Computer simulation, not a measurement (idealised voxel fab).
process module | voxel quadruple lines
In the cross-section labelled cut, the width is 190 nm and each square cell is 5 nm.
Reading order for cross-sections: top band down to bottom band. Underlying form: a grid of square cells. Band size: one or more rows of cells. Each band's line starts with the height of the band's top and of its bottom, in nm. Then come its materials from left to right, each with its width in nm. One material with "edge to edge" fills the band from edge to edge. "air" is empty space. Heads up on the height convention: 0 is the point under which the incoming wafer is all one material, and the lowest band has no bottom, it just keeps going down, like "0..down". With a width like "30 to 40", each row of cells in the band differs from the next by the same amount, the top row carrying the first number and the bottom row the second. Where a step carries "nothing altered", the cross-section came out of it unchanged, cell for cell. Heads up: "Unvented voids" only lists the empty pockets with no open path to the top that are 8 cells or more, and it writes them as width x height at distance, distance from the left edge, in nm. after a step's settings: what the simulator itself notes on the step. The setting "overlay nm" may be written on the line of a step. When the step uses a mask, the value reports how far to the right of the planned place the mask lay, and a negative value reports that it lay to the left.
### Set out below are the planned steps of the process
step 1: RECEIVE, material Si
step 2: CONFORMAL_DEP, material SiO2, thk nm 10
step 3: DIRECTIONAL_DEP, material TiN, thk nm 10
step 4: DIRECTIONAL_DEP, material polySi, thk nm 20
step 5: DIRECTIONAL_DEP, material aC, thk nm 25
step 6: PATTERN, tone cover, mask id MANDREL, material resist, width nm 15, thk nm 35, overlay nm 0
step 7: DIRECTIONAL_ETCH, etch materials aC, depth nm 25
step 8: STRIP, etch materials resist
step 9: CONFORMAL_DEP, material SiO2, thk nm 10
step 10: DIRECTIONAL_ETCH, etch materials SiO2, depth nm 10
step 11: STRIP, etch materials aC
step 12: DIRECTIONAL_ETCH, etch materials polySi, depth nm 20
step 13: STRIP, etch materials SiO2
step 14: CONFORMAL_DEP, material SiN, thk nm 5
step 15: DIRECTIONAL_ETCH, etch materials SiN, depth nm 5
step 16: STRIP, etch materials polySi
step 17: DIRECTIONAL_ETCH, etch materials TiN, depth nm 10
step 18: STRIP, etch materials SiN
step 19: FILL_DEP, material SiO2, thk nm 10
step 20: CMP, height nm 20
Be aware that, although all wafers share a common starting state, the width nm at step 6 differs among them, and the plan displays the first wafer's value.
### The first of several wafers, as received after step 1, seen in section
  0..down  Si edge to edge
  Unvented voids: none
### First wafer of several, cross-section, module end, after step 20 (last)
  20..10  75 SiO2, then 5 TiN, then 10 SiO2, then 5 TiN, then 5 SiO2, then 5 TiN, then 10 SiO2, then 5 TiN, then 70 SiO2
  10..0  SiO2 edge to edge
  0..down  Si edge to edge
  Unvented voids: none
### Cross-section at module completion, last wafer
  20..10  65 SiO2, then 5 TiN, then 10 SiO2, then 5 TiN, then 25 SiO2, then 5 TiN, then 10 SiO2, then 5 TiN, then 60 SiO2
  10..0  SiO2 edge to edge
  0..down  Si edge to edge
  Unvented voids: none
### Below: a row per wafer. Contents at end of module: for every material, cells gained since receipt (+) or lost since receipt (-); then closed voids
width nm 15, +144 SiO2, +8 TiN, Unvented voids: none
width nm 20, +144 SiO2, +8 TiN, Unvented voids: none
width nm 25, +144 SiO2, +8 TiN, Unvented voids: none
width nm 30, +144 SiO2, +8 TiN, Unvented voids: none
width nm 35, +144 SiO2, +8 TiN, Unvented voids: none
